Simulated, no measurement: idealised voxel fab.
Process module under the name voxel self aligned vias
Section shown: cut. Width: 295 nm. Cell size: 5 nm, square.
When this document writes out a cross-section, it uses a grid of square cells and lists it as bands, beginning at the top and moving down, with a band standing for one or more rows of cells.
Read a band's entry like this: the first values are the height of its top and the height of its bottom in nm, and what follows is the sequence of materials from left to right, each with its width in nm. Note that "air" is empty space, and that a single material marked "edge to edge" reaches across the band from edge to edge.
The reference from which all heights are counted is 0, the level beneath which the as-received wafer is entirely one material; the lowest band, having no lower bound, proceeds downward and is written after the example "from 0 down".
Width: "30->40" (first number = top row, second number = bottom row, same change from row to row of cells).
For the purposes of this document, the phrase "remained unchanged" attached to a step denotes that no cell within the cross-section was modified by that step.
"Closed void roster" - sealed voids, min. 8 cells, no opening to top; format: width x height at distance (distance from left edge; nm throughout).
Anything after a step's settings on that line? It's the simulator's own note about the step.
overlay nm: mask offset rightward from planned place, masked step; negative means leftward offset.

SET OUT BELOW ARE THE PLANNED STEPS OF THE PROCESS
1. RECEIVE with material Si
2. CONFORMAL_DEP with material SiO2, thk nm 15
3. CONFORMAL_DEP with material SiCN, thk nm 5
4. DIRECTIONAL_DEP with material SiO2, thk nm 30
5. DIRECTIONAL_DEP with material aC, thk nm 15
6. PATTERN with tone open, mask id LINES, material resist, width nm 20, pitch nm 70, thk nm 35, overlay nm 0
7. DIRECTIONAL_ETCH with etch materials aC, depth nm 15
8. STRIP with etch materials resist
9. DIRECTIONAL_ETCH with etch materials SiO2, depth nm 30
10. STRIP with etch materials aC
11. CONFORMAL_DEP with material TiN, thk nm 5
12. FILL_DEP with material W, thk nm 10
13. CMP with height nm 50
14. SELECTIVE_ETCH with etch materials W Ru TiN, depth nm 10
15. FILL_DEP with material SiN, thk nm 5
16. CMP with height nm 50
17. DIRECTIONAL_DEP with material SiO2, thk nm 20
18. MASKED_ETCH with tone open, mask id VIAS, width nm 30, pitch nm 140, etch materials SiO2, depth nm 20, overlay nm 0
19. MASKED_ETCH with tone open, mask id VIAS, width nm 40, pitch nm 140, etch materials SiN, depth nm 10, overlay nm 0
20. CONFORMAL_DEP with material TiN, thk nm 5
21. FILL_DEP with material Ru, thk nm 10
22. CMP with height nm 70
23. CONFORMAL_DEP with material SiN, thk nm 5
Across this set of wafers, the varied parameter is the width nm of step 18. Starting conditions are identical for every wafer, and the plan reports the value assigned to the first wafer.

CROSS-SECTION: THE FIRST OF SEVERAL WAFERS IN ITS AS-RECEIVED STATE, I.E. FOLLOWING STEP 1
    from 0 down  Si edge to edge
    Closed void roster: none

PER WAFER, END OF MODULE: CELLS GAINED (+) OR LOST (-) PER MATERIAL SINCE RECEIPT, THEN CLOSED VOIDS
width nm 30; +32 Ru; +59 SiCN; +67 SiN; +647 SiO2; +62 TiN; +18 W; Closed void roster: none
width nm 35; +38 Ru; +59 SiCN; +67 SiN; +639 SiO2; +64 TiN; +18 W; Closed void roster: none
width nm 40; +44 Ru; +59 SiCN; +67 SiN; +631 SiO2; +66 TiN; +18 W; Closed void roster: none
width nm 45; +50 Ru; +59 SiCN; +67 SiN; +623 SiO2; +68 TiN; +18 W; Closed void roster: none
width nm 50; +56 Ru; +59 SiCN; +67 SiN; +615 SiO2; +70 TiN; +18 W; Closed void roster: none
width nm 55; +62 Ru; +59 SiCN; +67 SiN; +607 SiO2; +72 TiN; +18 W; Closed void roster: none
